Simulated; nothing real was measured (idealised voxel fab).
A process module follows: voxel spacer lines.
It is cross-section cut that appears here, measuring 195 nm in width, its square cells being 5 nm in size.
How to read a cross-section here: the picture is a grid of square cells, written as bands going from the top down, and any band can span one or more rows of cells.
Basically the band line says how high the top is and how high the bottom is, in nm, and then what's in it from left to right, every material with its width in nm. Empty space shows up as "air", and if a single material carries "everywhere" it runs the full band edge to edge.
Heights are measured from 0, the level below which the as-received wafer is all one material; the lowest band has no bottom and continues downward, written as in "z 0 and below".
With a width like "30..40", each row of cells in the band differs from the next by the same amount, the top row carrying the first number and the bottom row the second.
It should be understood that the words "no modifications", when stated for a given step, signify that the cross-section underwent no change in any of its cells during that step.
If an empty space has no open way to the top and is at least 8 cells in size, "Closed void roster" lists it, written width x height at distance, where distance is measured from the left edge and every value is in nm.
What comes after the settings on a step's line is commentary from the simulator itself on that step.
If you see "overlay nm" on a step's line and that step has a mask, it's telling you how far right of where it was planned the mask ended up; a negative number means it went left instead.
**Set out below are the planned steps of the process**
- 1: op RECEIVE | material Si
- 2: op CONFORMAL_DEP | material SiO2 | thk nm 10
- 3: op DIRECTIONAL_DEP | material TiN | thk nm 15
- 4: op DIRECTIONAL_DEP | material aC | thk nm 30
- 5: op PATTERN | tone cover | mask id MANDREL | material resist | width nm 20 | pitch nm 70 | thk nm 35 | overlay nm 0
- 6: op DIRECTIONAL_ETCH | etch materials aC | depth nm 30
- 7: op STRIP | etch materials resist
- 8: op CONFORMAL_DEP | material SiN | thk nm 15
- 9: op DIRECTIONAL_ETCH | etch materials SiN | depth nm 15
- 10: op STRIP | etch materials aC
- 11: op DIRECTIONAL_ETCH | etch materials TiN | depth nm 15
- 12: op STRIP | etch materials SiN
**as received, after step 1**
- z 0 and below  Si everywhere
- Closed void roster: none
**Cross-section taken at module completion on the first of two wafers; processed per the plan**
- z 25 to 10  15 TiN  20 air  15 TiN  20 air  15 TiN  20 air  15 TiN  20 air  15 TiN  20 air  15 TiN  5 air
- z 10 to 0  SiO2 everywhere
- z 0 and below  Si everywhere
- Closed void roster: none
**Now the second wafer, cross-sectioned at the end of the module. Nothing different at the start, nothing different in the plan compared with the first, just one mistake when it was actually run**
- z 40 to 25  15 TiN  20 air  15 TiN  20 air  15 TiN  20 air  15 TiN  20 air  15 TiN  20 air  15 TiN  5 air
- z 25 to 10  TiN everywhere
- z 10 to 0  SiO2 everywhere
- z 0 and below  Si everywhere
- Closed void roster: none
Deviation from plan: step 3 of the plan was executed twice over
Final difference in cells, second wafer against first, listed per material as more or fewer: TiN +117
